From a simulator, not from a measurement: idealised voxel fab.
A process module follows: voxel transistor to metal.
The cross-section shown here is cut; it is 275 nm wide and divided into square cells measuring 5 nm on a side.
Cross-section format: a grid of square cells, given as bands from top to bottom; each band is one or more rows of cells. Basically the band line says how high the top is and how high the bottom is, in nm, and then what's in it from left to right, every material with its width in nm. Empty space shows up as "empty", and if a single material carries "throughout" it runs the full band edge to edge. Heights are reckoned from 0. Under this level, the received wafer is all of one material. The bottommost band is open-ended downward, for example "0 nm and below". Width spec "30..40" -> top row of cells at first value, bottom row at second value, equal per-row change in between. "no modification" for a step: no cell of the cross-section changed in that step. Entry "Closed cavities". Content: empty spaces with no open connection to the top, size 8 cells or greater. Each: width x height at distance. Distance: from left edge. Unit: nm. Heads up: the bit after the settings on a step's line is the simulator's remark on that step. overlay nm: mask offset rightward from planned place, masked step; negative means leftward offset.
-- Listed below are the process steps as planned
1. op RECEIVE | material Si
2. op CONFORMAL_DEP | material SiO2 | thk nm 5
3. op CONFORMAL_DEP | material SiN | thk nm 10
4. op PATTERN | tone cover | mask id ACTIVE | material resist | width nm 105 | pitch nm 125 | thk nm 20 | overlay nm 0
5. op DIRECTIONAL_ETCH | etch materials SiN | depth nm 10
6. op DIRECTIONAL_ETCH | etch materials SiO2 | depth nm 5
7. op DIRECTIONAL_ETCH | etch materials Si | depth nm 30
8. op STRIP | etch materials resist
9. op FILL_DEP | material SiO2 | thk nm 15
10. op CMP | height nm 15
11. op SELECTIVE_ETCH | etch materials SiO2 | depth nm 5
12. op STRIP | etch materials SiN
13. op SELECTIVE_ETCH | etch materials SiO2 | depth nm 5
14. op OXIDIZE | depth nm 5
15. op DIRECTIONAL_DEP | material polySi | thk nm 20
16. op DIRECTIONAL_DEP | material SiCN | thk nm 10
17. op PATTERN | tone cover | mask id GATE | material resist | width nm 15 | pitch nm 125 | thk nm 20 | overlay nm 0
18. op DIRECTIONAL_ETCH | etch materials SiCN | depth nm 20
19. op DIRECTIONAL_ETCH | etch materials polySi | depth nm 30
20. op STRIP | etch materials resist
21. op CONFORMAL_DEP | material SiN | thk nm 10
22. op DIRECTIONAL_ETCH | etch materials SiN | depth nm 10
23. op DIRECTIONAL_ETCH | etch materials SiO2 | depth nm 5
24. op DIRECTIONAL_ETCH | etch materials Si | depth nm 10
25. op EPI | material SiGe | thk nm 15
26. op FILL_DEP | material SiO2 | thk nm 5
27. op CMP | height nm 30
28. op DIRECTIONAL_DEP | material SiO2 | thk nm 15
29. op DIRECTIONAL_DEP | material aC | thk nm 10
30. op PATTERN | tone open | mask id CONTACT | material resist | width nm 30 | thk nm 25 | overlay nm 0
31. op DIRECTIONAL_ETCH | etch materials aC | depth nm 10
32. op STRIP | etch materials resist
33. op DIRECTIONAL_ETCH | etch materials SiO2 | depth nm 35
34. op STRIP | etch materials aC
35. op CONFORMAL_DEP | material TiN | thk nm 5
36. op FILL_DEP | material W | thk nm 5
37. op CMP | height nm 45
38. op CONFORMAL_DEP | material SiCN | thk nm 5
39. op DIRECTIONAL_DEP | material lowk | thk nm 15
40. op MASKED_ETCH | tone open | mask id METAL_1 | width nm 20 | etch materials lowk | depth nm 15 | overlay nm 0
41. op MASKED_ETCH | tone open | mask id METAL_1 | width nm 20 | etch materials SiCN | depth nm 5 | overlay nm 0
42. op CONFORMAL_DEP | material TiN | thk nm 5
43. op FILL_DEP | material Ru | thk nm 5
44. op CMP | height nm 65
45. op CONFORMAL_DEP | material SiN | thk nm 5
Every wafer here starts from the same state; it is the step 17 width nm that distinguishes them, and the value the plan gives belongs to the first wafer.
-- first wafer as received, after step 1
    0 nm and below = Si throughout
    Closed cavities: none
-- Wafer rows, end of module: cells per material gained (+) or lost (-) since receipt; closed voids last
width nm 15; +24 Ru; -168 Si; +51 SiCN; +124 SiGe; +111 SiN; +279 SiO2; +112 TiN; +96 W; +117 lowk; +24 polySi; Closed cavities: none
width nm 20; +24 Ru; -164 Si; +55 SiCN; +114 SiGe; +111 SiN; +281 SiO2; +112 TiN; +88 W; +117 lowk; +32 polySi; Closed cavities: none
width nm 25; +24 Ru; -160 Si; +59 SiCN; +104 SiGe; +111 SiN; +283 SiO2; +112 TiN; +80 W; +117 lowk; +40 polySi; Closed cavities: none
width nm 30; +24 Ru; -156 Si; +63 SiCN; +94 SiGe; +111 SiN; +285 SiO2; +112 TiN; +72 W; +117 lowk; +48 polySi; Closed cavities: none
width nm 35; +24 Ru; -152 Si; +67 SiCN; +84 SiGe; +111 SiN; +287 SiO2; +112 TiN; +64 W; +117 lowk; +56 polySi; Closed cavities: none
width nm 40; +24 Ru; -148 Si; +71 SiCN; +74 SiGe; +111 SiN; +289 SiO2; +112 TiN; +56 W; +117 lowk; +64 polySi; Closed cavities: none
